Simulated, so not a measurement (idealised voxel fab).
process module | voxel self aligned vias
Pictured: cross-section cut, 160 nm wide, on a grid of 5 nm square cells.
Format of a cross-section: grid, square cells. Given as bands. Order: top down. Band: one or more rows of cells.
The entry gives the band's vertical extent as a top height and a bottom height in nm, then its horizontal make-up as materials from left to right, each with a width in nm. "air" stands for empty space; a single material marked "throughout" fills the band edge to edge.
Height reference: 0 = level under which incoming wafer is all one material. Lowest band: no bottom, runs on downward, e.g. "0 down".
Graded width ("30 to 40"): value in top row of band = first number; value in bottom row = second number; row-to-row change constant.
Basically "nothing altered" means that step didn't change any cell in the cross-section.
"Closed empty spaces" enumerates empty spaces isolated from the top, with no open way to it, that contain at least 8 cells, giving each as width x height at distance from the left edge, all three in nm.
Text after the settings on a step's line: the simulator's own remark on that step.
Among the settings permitted on a step's line is "overlay nm"; applied to a step with a mask, it specifies the extent to which the mask lay to the right of its planned position, whereas a negative figure signifies a position to the left.
-- Steps planned for the process
- 1: RECEIVE | material Si
- 2: CONFORMAL_DEP | material SiO2 | thk nm 10
- 3: CONFORMAL_DEP | material SiCN | thk nm 5
- 4: DIRECTIONAL_DEP | material SiO2 | thk nm 25
- 5: PATTERN | tone open | mask id LINES | material resist | width nm 30 | pitch nm 70 | thk nm 20 | overlay nm 0
- 6: DIRECTIONAL_ETCH | etch materials SiO2 | depth nm 25
- 7: STRIP | etch materials resist
- 8: CONFORMAL_DEP | material TiN | thk nm 5
- 9: FILL_DEP | material W | thk nm 10
- 10: CMP | height nm 40
- 11: SELECTIVE_ETCH | etch materials W Ru TiN | depth nm 10
- 12: FILL_DEP | material SiN | thk nm 5
- 13: CMP | height nm 40
- 14: DIRECTIONAL_DEP | material SiO2 | thk nm 15
- 15: DIRECTIONAL_DEP | material aC | thk nm 10
- 16: PATTERN | tone open | mask id VIAS | material resist | width nm 40 | thk nm 30 | overlay nm 0
- 17: DIRECTIONAL_ETCH | etch materials aC | depth nm 10
- 18: STRIP | etch materials resist
- 19: DIRECTIONAL_ETCH | etch materials SiO2 | depth nm 15
- 20: DIRECTIONAL_ETCH | etch materials SiN | depth nm 10
- 21: STRIP | etch materials aC
- 22: CONFORMAL_DEP | material TiN | thk nm 5
- 23: FILL_DEP | material Cu | thk nm 10
- 24: CMP | height nm 55
- 25: CONFORMAL_DEP | material SiCN | thk nm 5
-- The following pertains to the first of two wafers, which was processed as planned
-- Wafer as received: cross-section following step 1
    0 down | Si throughout
    Closed empty spaces: none
-- After step 2, in cross-section
    10 to 0 | SiO2 throughout
    Under the height 0 nothing was changed.
-- After step 3, in cross-section
    15 to 10 | SiCN throughout
    Under the height 10 nothing was changed.
-- After step 4, in cross-section
    40 to 15 | SiO2 throughout
    Under the height 15 nothing was changed.
-- After step 5, in cross-section
    60 to 40 | 30 of resist  30 of air  40 of resist  30 of air  30 of resist
    Under the height 40 nothing was changed.
-- After step 6, in cross-section
    60 to 40 | 30 of resist  30 of air  40 of resist  30 of air  30 of resist
    40 to 15 | 30 of SiO2  30 of air  40 of SiO2  30 of air  30 of SiO2
    Under the height 15 nothing was changed.
-- After step 7, in cross-section
    40 to 15 | 30 of SiO2  30 of air  40 of SiO2  30 of air  30 of SiO2
    Under the height 15 nothing was changed.
-- After step 8, in cross-section
    45 to 40 | 35 of TiN  20 of air  50 of TiN  20 of air  35 of TiN
    40 to 20 | 30 of SiO2  5 of TiN  20 of air  5 of TiN  40 of SiO2  5 of TiN  20 of air  5 of TiN  30 of SiO2
    20 to 15 | 30 of SiO2  30 of TiN  40 of SiO2  30 of TiN  30 of SiO2
    Under the height 15 nothing was changed.
-- After step 9, in cross-section
    55 to 45 | W throughout
    45 to 40 | 35 of TiN  20 of W  50 of TiN  20 of W  35 of TiN
    40 to 20 | 30 of SiO2  5 of TiN  20 of W  5 of TiN  40 of SiO2  5 of TiN  20 of W  5 of TiN  30 of SiO2
    Under the height 20 nothing was changed.
-- After step 10, in cross-section
    40 to 20 | 30 of SiO2  5 of TiN  20 of W  5 of TiN  40 of SiO2  5 of TiN  20 of W  5 of TiN  30 of SiO2
    Under the height 20 nothing was changed.
-- After step 11, in cross-section
    40 to 30 | 30 of SiO2  30 of air  40 of SiO2  30 of air  30 of SiO2
    Under the height 30 nothing was changed.
-- After step 12, in cross-section
    45 to 40 | SiN throughout
    40 to 30 | 30 of SiO2  30 of SiN  40 of SiO2  30 of SiN  30 of SiO2
    Under the height 30 nothing was changed.
-- After step 13, in cross-section
    40 to 30 | 30 of SiO2  30 of SiN  40 of SiO2  30 of SiN  30 of SiO2
    Under the height 30 nothing was changed.
-- After step 14, in cross-section
    55 to 40 | SiO2 throughout
    Under the height 40 nothing was changed.
-- After step 15, in cross-section
    65 to 55 | aC throughout
    Under the height 55 nothing was changed.
-- After step 16, in cross-section
    95 to 65 | 25 of resist  40 of air  95 of resist
    Under the height 65 nothing was changed.
-- After step 17, in cross-section
    85 to 65 | 25 of resist  40 of air  95 of resist
    65 to 55 | 25 of aC  40 of air  95 of aC
    Under the height 55 nothing was changed.
-- After step 18, in cross-section
    65 to 55 | 25 of aC  40 of air  95 of aC
    Under the height 55 nothing was changed.
-- After step 19, in cross-section
    65 to 55 | 25 of aC  40 of air  95 of aC
    55 to 40 | 25 of SiO2  40 of air  95 of SiO2
    Under the height 40 nothing was changed.
-- After step 20, in cross-section
    65 to 55 | 25 of aC  40 of air  95 of aC
    55 to 40 | 25 of SiO2  40 of air  95 of SiO2
    40 to 30 | 30 of SiO2  30 of air  40 of SiO2  30 of SiN  30 of SiO2
    Under the height 30 nothing was changed.
-- After step 21, in cross-section
    55 to 40 | 25 of SiO2  40 of air  95 of SiO2
    Under the height 40 nothing was changed.
-- After step 22, in cross-section
    60 to 55 | 30 of TiN  30 of air  100 of TiN
    55 to 45 | 25 of SiO2  5 of TiN  30 of air  5 of TiN  95 of SiO2
    45 to 40 | 25 of SiO2  10 of TiN  20 of air  10 of TiN  95 of SiO2
    40 to 35 | 30 of SiO2  5 of TiN  20 of air  5 of TiN  40 of SiO2  30 of SiN  30 of SiO2
    35 to 30 | 30 of SiO2  30 of TiN  40 of SiO2  30 of SiN  30 of SiO2
    Under the height 30 nothing was changed.
-- After step 23, in cross-section
    70 to 60 | Cu throughout
    60 to 55 | 30 of TiN  30 of Cu  100 of TiN
    55 to 45 | 25 of SiO2  5 of TiN  30 of Cu  5 of TiN  95 of SiO2
    45 to 40 | 25 of SiO2  10 of TiN  20 of Cu  10 of TiN  95 of SiO2
    40 to 35 | 30 of SiO2  5 of TiN  20 of Cu  5 of TiN  40 of SiO2  30 of SiN  30 of SiO2
    Under the height 35 nothing was changed.
-- After step 24, in cross-section
    55 to 45 | 25 of SiO2  5 of TiN  30 of Cu  5 of TiN  95 of SiO2
    Under the height 45 nothing was changed.
-- After step 25, in cross-section
    60 to 55 | SiCN throughout
    Under the height 55 nothing was changed.
-- The remaining wafer, second of the two, started like the first and was run to the same plan, except that one mistake was made along the way; the two coincide through step 4, inclusive
-- Second wafer, sectioned view, at step 5's planned end time
    60 to 40 | 20 of resist  30 of air  40 of resist  30 of air  40 of resist
    Under the height 40 nothing was changed.
-- Second wafer, sectioned view, at step 6's planned end time
    60 to 40 | 20 of resist  30 of air  40 of resist  30 of air  40 of resist
    40 to 15 | 20 of SiO2  30 of air  40 of SiO2  30 of air  40 of SiO2
    Under the height 15 nothing was changed.
-- Second wafer, sectioned view, at step 7's planned end time
    40 to 15 | 20 of SiO2  30 of air  40 of SiO2  30 of air  40 of SiO2
    Under the height 15 nothing was changed.
-- Second wafer, sectioned view, at step 8's planned end time
    45 to 40 | 25 of TiN  20 of air  50 of TiN  20 of air  45 of TiN
    40 to 20 | 20 of SiO2  5 of TiN  20 of air  5 of TiN  40 of SiO2  5 of TiN  20 of air  5 of TiN  40 of SiO2
    20 to 15 | 20 of SiO2  30 of TiN  40 of SiO2  30 of TiN  40 of SiO2
    Under the height 15 nothing was changed.
-- Second wafer, sectioned view, at step 9's planned end time
    55 to 45 | W throughout
    45 to 40 | 25 of TiN  20 of W  50 of TiN  20 of W  45 of TiN
    40 to 20 | 20 of SiO2  5 of TiN  20 of W  5 of TiN  40 of SiO2  5 of TiN  20 of W  5 of TiN  40 of SiO2
    Under the height 20 nothing was changed.
-- Second wafer, sectioned view, at step 10's planned end time
    40 to 20 | 20 of SiO2  5 of TiN  20 of W  5 of TiN  40 of SiO2  5 of TiN  20 of W  5 of TiN  40 of SiO2
    Under the height 20 nothing was changed.
-- Second wafer, sectioned view, at step 11's planned end time
    40 to 30 | 20 of SiO2  30 of air  40 of SiO2  30 of air  40 of SiO2
    Under the height 30 nothing was changed.
-- Second wafer, sectioned view, at step 12's planned end time
    45 to 40 | SiN throughout
    40 to 30 | 20 of SiO2  30 of SiN  40 of SiO2  30 of SiN  40 of SiO2
    Under the height 30 nothing was changed.
-- Second wafer, sectioned view, at step 13's planned end time
    40 to 30 | 20 of SiO2  30 of SiN  40 of SiO2  30 of SiN  40 of SiO2
    Under the height 30 nothing was changed.
-- Second wafer, sectioned view, at step 14's planned end time
    55 to 40 | SiO2 throughout
    Under the height 40 nothing was changed.
-- Second wafer, sectioned view, at step 15's planned end time
    65 to 55 | aC throughout
    Under the height 55 nothing was changed.
-- Second wafer, sectioned view, at step 16's planned end time
    95 to 65 | 25 of resist  40 of air  95 of resist
    Under the height 65 nothing was changed.
-- Second wafer, sectioned view, at step 17's planned end time
    85 to 65 | 25 of resist  40 of air  95 of resist
    65 to 55 | 25 of aC  40 of air  95 of aC
    Under the height 55 nothing was changed.
-- Second wafer, sectioned view, at step 18's planned end time
    65 to 55 | 25 of aC  40 of air  95 of aC
    Under the height 55 nothing was changed.
-- Second wafer, sectioned view, at step 19's planned end time
    65 to 55 | 25 of aC  40 of air  95 of aC
    55 to 40 | 25 of SiO2  40 of air  95 of SiO2
    Under the height 40 nothing was changed.
-- Second wafer, sectioned view, at step 20's planned end time
    65 to 55 | 25 of aC  40 of air  95 of aC
    55 to 40 | 25 of SiO2  40 of air  95 of SiO2
    40 to 30 | 20 of SiO2  5 of SiN  25 of air  40 of SiO2  30 of SiN  40 of SiO2
    Under the height 30 nothing was changed.
-- Second wafer, sectioned view, at step 21's planned end time
    55 to 40 | 25 of SiO2  40 of air  95 of SiO2
    Under the height 40 nothing was changed.
-- Second wafer, sectioned view, at step 22's planned end time
    60 to 55 | 30 of TiN  30 of air  100 of TiN
    55 to 45 | 25 of SiO2  5 of TiN  30 of air  5 of TiN  95 of SiO2
    45 to 40 | 25 of SiO2  5 of TiN  15 of air  20 of TiN  95 of SiO2
    40 to 35 | 20 of SiO2  5 of SiN  5 of TiN  15 of air  5 of TiN  40 of SiO2  30 of SiN  40 of SiO2
    35 to 30 | 20 of SiO2  5 of SiN  25 of TiN  40 of SiO2  30 of SiN  40 of SiO2
    Under the height 30 nothing was changed.
-- Second wafer, sectioned view, at step 23's planned end time
    70 to 60 | Cu throughout
    60 to 55 | 30 of TiN  30 of Cu  100 of TiN
    55 to 45 | 25 of SiO2  5 of TiN  30 of Cu  5 of TiN  95 of SiO2
    45 to 40 | 25 of SiO2  5 of TiN  15 of Cu  20 of TiN  95 of SiO2
    40 to 35 | 20 of SiO2  5 of SiN  5 of TiN  15 of Cu  5 of TiN  40 of SiO2  30 of SiN  40 of SiO2
    Under the height 35 nothing was changed.
-- Second wafer, sectioned view, at step 24's planned end time
    55 to 45 | 25 of SiO2  5 of TiN  30 of Cu  5 of TiN  95 of SiO2
    Under the height 45 nothing was changed.
-- Second wafer, sectioned view, at step 25's planned end time
    60 to 55 | SiCN throughout
    Under the height 55 nothing was changed.
Which mistake was made when the wafer was run? step 5 off recipe, ran as PATTERN | tone open | mask id LINES | material resist | width nm 30 | pitch nm 70 | thk nm 20 | overlay nm -10
In the final state, the cell counts of the second wafer exceed or fall short of those of the first for the following materials: 2 fewer of Cu, 2 more of SiN
